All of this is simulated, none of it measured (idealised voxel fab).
process module | voxel fin reveal
cross-section cut | 160 nm wide | cells 5 nm
A cross-section is a grid of square cells, given in bands from the top down. A band is one or more rows of cells.
Each band's line starts with the height of the band's top and of its bottom, in nm. Then come its materials from left to right, each with its width in nm. One material with "throughout" fills the band from edge to edge. "air" is empty space.
Height 0 is the level under which the wafer as received is all one material. The lowest band goes on downwards, as in "0 down".
A width such as "30 to 40" changes by the same amount from each row of cells to the next, from the band's top row to its bottom row.
"no change" after a step means that no cell of the cross-section changed.
closed voids: empty space of 8 cells or more with no open way to the top, each as width x height at its distance from the left edge, in nm
after a step's settings: what the simulator itself notes on the step
overlay nm, on a step with a mask: how far to the right of its planned place the mask lay; to the left if negative
plan
1 op RECEIVE | material Si
2 op CONFORMAL_DEP | material SiN | thk nm 5
3 op MASKED_ETCH | tone cover | mask id FINS | width nm 15 | pitch nm 45 | etch materials SiN | depth nm 5 | overlay nm 0
4 op MASKED_ETCH | tone cover | mask id FINS | width nm 15 | pitch nm 45 | etch materials Si | depth nm 30 | overlay nm 0
5 op OXIDIZE | depth nm 5
6 op FILL_DEP | material SiO2 | thk nm 10
7 op CMP | height nm 5
8 op SELECTIVE_ETCH | etch materials SiO2 | depth nm 25
9 op STRIP | etch materials SiN
10 op CONFORMAL_DEP | material SiO2 | thk nm 5
as received, after step 1
  0 down: Si throughout
  closed voids: none
first wafer at the end, as planned
  5 to 0: air 50 | SiO2 15 | air 30 | SiO2 15 | air 50
  0 to -15: air 50 | SiO2 5 | Si 5 | SiO2 5 | air 30 | SiO2 5 | Si 5 | SiO2 5 | air 50
  -15 to -35: SiO2 55 | Si 5 | SiO2 40 | Si 5 | SiO2 55
  -35 down: Si throughout
  closed voids: none
second wafer at the end: like start, like plan, one mistake
  0 to -5: air 50 | SiO2 15 | air 30 | SiO2 15 | air 50
  -5 to -15: air 50 | SiO2 5 | Si 5 | SiO2 5 | air 30 | SiO2 5 | Si 5 | SiO2 5 | air 50
  -15 to -35: SiO2 55 | Si 5 | SiO2 40 | Si 5 | SiO2 55
  -35 down: Si throughout
  closed voids: none
what went wrong: step 2 was left out
at the end the second wafer has, in cells: 2 fewer of Si | 4 fewer of SiO2
